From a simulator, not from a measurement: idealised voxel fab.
Module name: voxel trench capacitor (process module)
cross-section cut | 195 nm wide | cells 5 nm
A cross-section is written here as square cells arranged in a grid, and it is given in bands from the top down, each band taking up one or more rows of cells.
Per band: top height and bottom height in nm, followed by the left-to-right materials and their widths in nm; "throughout" marks a single material spanning edge to edge, "air" marks empty space.
Height is counted from the level 0, under which the received wafer is composed throughout of one material. The lowest of the bands is not closed at the bottom but continues downward, in the notation "z 0 and below".
Per-row width for "30 to 40": begins at first number (top row of band), ends at second number (bottom row), increment between rows held constant.
You'll sometimes find "remained unchanged" written for a step, and that's the way of saying that nowhere in the cross-section did a cell change during that step.
Closed-off voids: empty space of 8 cells or more with no open way to the top, each as width x height at its distance from the left edge, in nm
It should be noted that, on the line of a given step, the content following the step's settings is a remark produced by the simulator itself with respect to that step.
On any step carrying a mask, the "overlay nm" setting, if present on the step's line, tells how far right of its planned place the mask lay; negative values point to the left.

### Listed below are the process steps as planned
step 1: RECEIVE,material Si
step 2: CONFORMAL_DEP,material SiN,thk nm 5
step 3: DIRECTIONAL_DEP,material aC,thk nm 15
step 4: PATTERN,tone open,mask id TRENCH,material resist,width nm 15,pitch nm 50,thk nm 30,overlay nm 0
step 5: DIRECTIONAL_ETCH,etch materials aC,depth nm 15
step 6: STRIP,etch materials resist
step 7: DIRECTIONAL_ETCH,etch materials SiN,depth nm 5
step 8: DIRECTIONAL_ETCH,etch materials Si,depth nm 40
step 9: STRIP,etch materials aC
step 10: CONFORMAL_DEP,material Al2O3,thk nm 5
step 11: CONFORMAL_DEP,material TiN,thk nm 5
step 12: FILL_DEP,material W,thk nm 10
step 13: CMP,height nm 5
The width nm used in step 4 is not the same on every wafer, whereas the starting condition is; the value printed in the plan is the first wafer's.

### Cross-section of the first of several wafers as received (after step 1)
- z 0 and below = Si throughout
- Closed-off voids: none

### The figure below presents a cross-section of the first of several wafers at the conclusion of the module, following its last step, step 13
- z 5 to 0 = SiN=40  Al2O3=5  TiN=5  Al2O3=5  SiN=35  Al2O3=5  TiN=5  Al2O3=5  SiN=35  Al2O3=5  TiN=5  Al2O3=5  SiN=40
- z 0 to -35 = Si=40  Al2O3=5  TiN=5  Al2O3=5  Si=35  Al2O3=5  TiN=5  Al2O3=5  Si=35  Al2O3=5  TiN=5  Al2O3=5  Si=40
- z -35 to -40 = Si=40  Al2O3=15  Si=35  Al2O3=15  Si=35  Al2O3=15  Si=40
- z -40 and below = Si throughout
- Closed-off voids: none

### Cross-section, module end, final of several wafers
- z 5 to 0 = SiN=30  Al2O3=5  TiN=5  W=15  TiN=5  Al2O3=5  SiN=15  Al2O3=5  TiN=5  W=15  TiN=5  Al2O3=5  SiN=15  Al2O3=5  TiN=5  W=15  TiN=5  Al2O3=5  SiN=30
- z 0 to -30 = Si=30  Al2O3=5  TiN=5  W=15  TiN=5  Al2O3=5  Si=15  Al2O3=5  TiN=5  W=15  TiN=5  Al2O3=5  Si=15  Al2O3=5  TiN=5  W=15  TiN=5  Al2O3=5  Si=30
- z -30 to -35 = Si=30  Al2O3=5  TiN=25  Al2O3=5  Si=15  Al2O3=5  TiN=25  Al2O3=5  Si=15  Al2O3=5  TiN=25  Al2O3=5  Si=30
- z -35 to -40 = Si=30  Al2O3=35  Si=15  Al2O3=35  Si=15  Al2O3=35  Si=30
- z -40 and below = Si throughout
- Closed-off voids: none

### The rows of the table below are wafers. Looking at the end of the module, a row counts, for every material, the cells the wafer has gained, shown as (+), or lost, shown as (-), since it was received; its closed voids come next
width nm 15, +57 Al2O3, -72 Si, +30 SiN, +24 TiN, Closed-off voids: none
width nm 20, +60 Al2O3, -96 Si, +27 SiN, +48 TiN, Closed-off voids: none
width nm 25, +63 Al2O3, -120 Si, +24 SiN, +51 TiN, +21 W, Closed-off voids: none
width nm 30, +66 Al2O3, -144 Si, +21 SiN, +54 TiN, +42 W, Closed-off voids: none
width nm 35, +69 Al2O3, -168 Si, +18 SiN, +57 TiN, +63 W, Closed-off voids: none
